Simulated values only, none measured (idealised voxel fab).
process module | voxel capacitor over wiring
cross-section cut | 275 nm wide | cells 5 nm
A cross-section is a grid of square cells, given in bands from the top down. A band is one or more rows of cells.
Each band's line starts with the height of the band's top and of its bottom, in nm. Then come its materials from left to right, each with its width in nm. One material with "throughout" fills the band from edge to edge. "air" is empty space.
Height 0 is the level under which the wafer as received is all one material. The lowest band goes on downwards, as in "0 down".
A width such as "30 to 40" changes by the same amount from each row of cells to the next, from the band's top row to its bottom row.
"no change" after a step means that no cell of the cross-section changed.
closed voids: empty space of 8 cells or more with no open way to the top, each as width x height at its distance from the left edge, in nm
after a step's settings: what the simulator itself notes on the step
overlay nm, on a step with a mask: how far to the right of its planned place the mask lay; to the left if negative
plan
1 op RECEIVE | material Si
2 op CONFORMAL_DEP | material SiO2 | thk nm 15
3 op DIRECTIONAL_DEP | material TiN | thk nm 5
4 op DIRECTIONAL_DEP | material W | thk nm 20
5 op MASKED_ETCH | tone cover | mask id METAL_1 | width nm 30 | pitch nm 90 | etch materials W | depth nm 20 | overlay nm 0
6 op MASKED_ETCH | tone cover | mask id METAL_1 | width nm 30 | pitch nm 90 | etch materials TiN | depth nm 5 | overlay nm 0
7 op CONFORMAL_DEP | material SiN | thk nm 5
8 op FILL_DEP | material lowk | thk nm 10
9 op CMP | height nm 40
10 op CONFORMAL_DEP | material SiCN | thk nm 5
11 op DIRECTIONAL_DEP | material lowk | thk nm 15
12 op MASKED_ETCH | tone open | mask id PLUG_1 | width nm 15 | etch materials lowk | depth nm 15 | overlay nm 0
13 op MASKED_ETCH | tone open | mask id PLUG_1 | width nm 15 | etch materials SiCN | depth nm 5 | overlay nm 0
14 op EPI | material Ru | thk nm 10
15 op EPI | material Ru | thk nm 10
16 op DIRECTIONAL_DEP | material TiN | thk nm 10
17 op DIRECTIONAL_DEP | material HfO2 | thk nm 5
18 op DIRECTIONAL_DEP | material TiN | thk nm 10
19 op MASKED_ETCH | tone cover | mask id UPPER_PLATE | width nm 65 | etch materials TiN | depth nm 10 | overlay nm 0
20 op MASKED_ETCH | tone cover | mask id UPPER_PLATE | width nm 65 | etch materials HfO2 | depth nm 5 | overlay nm 0
21 op PATTERN | tone cover | mask id LOWER_PLATE | material resist | width nm 75 | thk nm 20 | overlay nm 0
22 op DIRECTIONAL_ETCH | etch materials TiN | depth nm 10
23 op STRIP | etch materials resist
24 op FILL_DEP | material SiO2 | thk nm 15
25 op CMP | height nm 95
26 op DIRECTIONAL_DEP | material aC | thk nm 10
27 op PATTERN | tone open | mask id PLUG_2 | material resist | width nm 15 | thk nm 30 | overlay nm 0
28 op DIRECTIONAL_ETCH | etch materials aC | depth nm 10
29 op STRIP | etch materials resist
30 op DIRECTIONAL_ETCH | etch materials SiO2 | depth nm 10
31 op STRIP | etch materials aC
32 op CONFORMAL_DEP | material TiN | thk nm 5
33 op FILL_DEP | material Ru | thk nm 5
34 op CMP | height nm 95
35 op CONFORMAL_DEP | material SiN | thk nm 5
as received, after step 1
  0 down: Si throughout
  closed voids: none
first wafer at the end, as planned
  100 to 95: SiN throughout
  95 to 90: SiO2 100 | TiN 5 | Ru 5 | TiN 5 | SiO2 160
  90 to 85: SiO2 100 | TiN 15 | SiO2 160
  85 to 75: SiO2 90 | TiN 65 | SiO2 120
  75 to 70: SiO2 90 | HfO2 65 | SiO2 120
  70 to 60: SiO2 85 | TiN 75 | SiO2 115
  60 to 45: lowk 90 | Ru 15 | lowk 170
  45 to 40: SiCN 90 | Ru 15 | SiCN 170
  40 to 20: lowk 70 | SiN 5 | W 30 | SiN 5 | lowk 50 | SiN 5 | W 30 | SiN 5 | lowk 75
  20 to 15: SiN 75 | TiN 30 | SiN 60 | TiN 30 | SiN 80
  15 to 0: SiO2 throughout
  0 down: Si throughout
  closed voids: none
second wafer at the end: like start, like plan, one mistake
  100 to 95: SiN throughout
  95 to 90: SiO2 100 | TiN 5 | Ru 5 | TiN 5 | SiO2 160
  90 to 85: SiO2 100 | TiN 15 | SiO2 160
  85 to 75: SiO2 90 | TiN 65 | SiO2 120
  75 to 70: SiO2 90 | HfO2 65 | SiO2 120
  70 to 60: SiO2 85 | TiN 75 | SiO2 115
  60 to 45: lowk 90 | Ru 15 | lowk 170
  45 to 40: SiCN 90 | Ru 15 | SiCN 170
  40 to 25: lowk 70 | SiN 5 | W 30 | SiN 5 | lowk 50 | SiN 5 | W 30 | SiN 5 | lowk 75
  25 to 20: SiN 75 | W 30 | SiN 60 | W 30 | SiN 80
  20 to 0: SiO2 throughout
  0 down: Si throughout
  closed voids: none
what went wrong: step 3 ran as: op DIRECTIONAL_DEP | material SiO2 | thk nm 5
at the end the second wafer has, in cells: 4 fewer of SiN | 55 more of SiO2 | 12 fewer of TiN | 39 fewer of lowk
